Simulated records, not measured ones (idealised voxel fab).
process module | voxel self aligned contacts
cross-section cut | 240 nm wide | cells 5 nm
A cross-section is a grid of square cells, given in bands from the top down. A band is one or more rows of cells.
Each band's line starts with the height of the band's top and of its bottom, in nm. Then come its materials from left to right, each with its width in nm. One material with "throughout" fills the band from edge to edge. "air" is empty space.
Height 0 is the level under which the wafer as received is all one material. The lowest band goes on downwards, as in "0 down".
A width such as "30 to 40" changes by the same amount from each row of cells to the next, from the band's top row to its bottom row.
"no change" after a step means that no cell of the cross-section changed.
closed voids: empty space of 8 cells or more with no open way to the top, each as width x height at its distance from the left edge, in nm
after a step's settings: what the simulator itself notes on the step
overlay nm, on a step with a mask: how far to the right of its planned place the mask lay; to the left if negative
plan
1 op RECEIVE | material Si
2 op OXIDIZE | depth nm 5
3 op DIRECTIONAL_DEP | material polySi | thk nm 25
4 op DIRECTIONAL_DEP | material SiN | thk nm 20
5 op DIRECTIONAL_DEP | material aC | thk nm 15
6 op PATTERN | tone cover | mask id GATE | material resist | width nm 25 | pitch nm 55 | thk nm 30 | overlay nm 0
7 op DIRECTIONAL_ETCH | etch materials aC | depth nm 15
8 op STRIP | etch materials resist
9 op DIRECTIONAL_ETCH | etch materials SiN | depth nm 20
10 op DIRECTIONAL_ETCH | etch materials polySi | depth nm 25
11 op STRIP | etch materials aC
12 op CONFORMAL_DEP | material SiN | thk nm 5
13 op DIRECTIONAL_ETCH | etch materials SiN | depth nm 5
14 op FILL_DEP | material SiO2 | thk nm 20
15 op CMP | height nm 55
16 op PATTERN | tone open | mask id CONTACT | material resist | width nm 40 | pitch nm 55 | thk nm 20 | overlay nm 0
17 op DIRECTIONAL_ETCH | etch materials SiO2 | depth nm 60
18 op STRIP | etch materials resist
19 op CONFORMAL_DEP | material TiN | thk nm 5
20 op FILL_DEP | material W | thk nm 5
21 op CMP | height nm 55
22 op CONFORMAL_DEP | material SiCN | thk nm 5
varied across the wafers: thk nm of step 22. The plan shows the first wafer's value. All wafers start alike
first wafer as received, after step 1
  0 down: Si throughout
  closed voids: none
first wafer at the end, after step 22
  60 to 55: SiCN throughout
  55 to 45: SiO2 70 | TiN 5 to 15 | W 30 to 10 | TiN 5 to 15 | SiO2 15 | TiN 5 to 15 | W 30 to 10 | TiN 5 to 15 | SiO2 75
  45 to 25: SiO2 45 | SiN 35 | TiN 5 | W 10 | TiN 5 | SiN 35 | TiN 5 | W 10 | TiN 5 | SiN 35 | SiO2 50
  25 to 0: SiO2 45 | SiN 5 | polySi 25 | SiN 5 | TiN 5 | W 10 | TiN 5 | SiN 5 | polySi 25 | SiN 5 | TiN 5 | W 10 | TiN 5 | SiN 5 | polySi 25 | SiN 5 | SiO2 50
  0 to -5: SiO2 80 | TiN 20 | SiO2 35 | TiN 20 | SiO2 85
  -5 down: Si throughout
  closed voids: none
last wafer at the end
  75 to 55: SiCN throughout
  55 to 45: SiO2 70 | TiN 5 to 15 | W 30 to 10 | TiN 5 to 15 | SiO2 15 | TiN 5 to 15 | W 30 to 10 | TiN 5 to 15 | SiO2 75
  45 to 25: SiO2 45 | SiN 35 | TiN 5 | W 10 | TiN 5 | SiN 35 | TiN 5 | W 10 | TiN 5 | SiN 35 | SiO2 50
  25 to 0: SiO2 45 | SiN 5 | polySi 25 | SiN 5 | TiN 5 | W 10 | TiN 5 | SiN 5 | polySi 25 | SiN 5 | TiN 5 | W 10 | TiN 5 | SiN 5 | polySi 25 | SiN 5 | SiO2 50
  0 to -5: SiO2 80 | TiN 20 | SiO2 35 | TiN 20 | SiO2 85
  -5 down: Si throughout
  closed voids: none
each wafer at the end: cells of each material gained (+) or lost (-) since it was received, then its closed voids
thk nm 5 | -48 Si | +48 SiCN | +114 SiN | +275 SiO2 | +60 TiN | +52 W | +75 polySi | closed voids: none
thk nm 10 | -48 Si | +96 SiCN | +114 SiN | +275 SiO2 | +60 TiN | +52 W | +75 polySi | closed voids: none
thk nm 15 | -48 Si | +144 SiCN | +114 SiN | +275 SiO2 | +60 TiN | +52 W | +75 polySi | closed voids: none
thk nm 20 | -48 Si | +192 SiCN | +114 SiN | +275 SiO2 | +60 TiN | +52 W | +75 polySi | closed voids: none
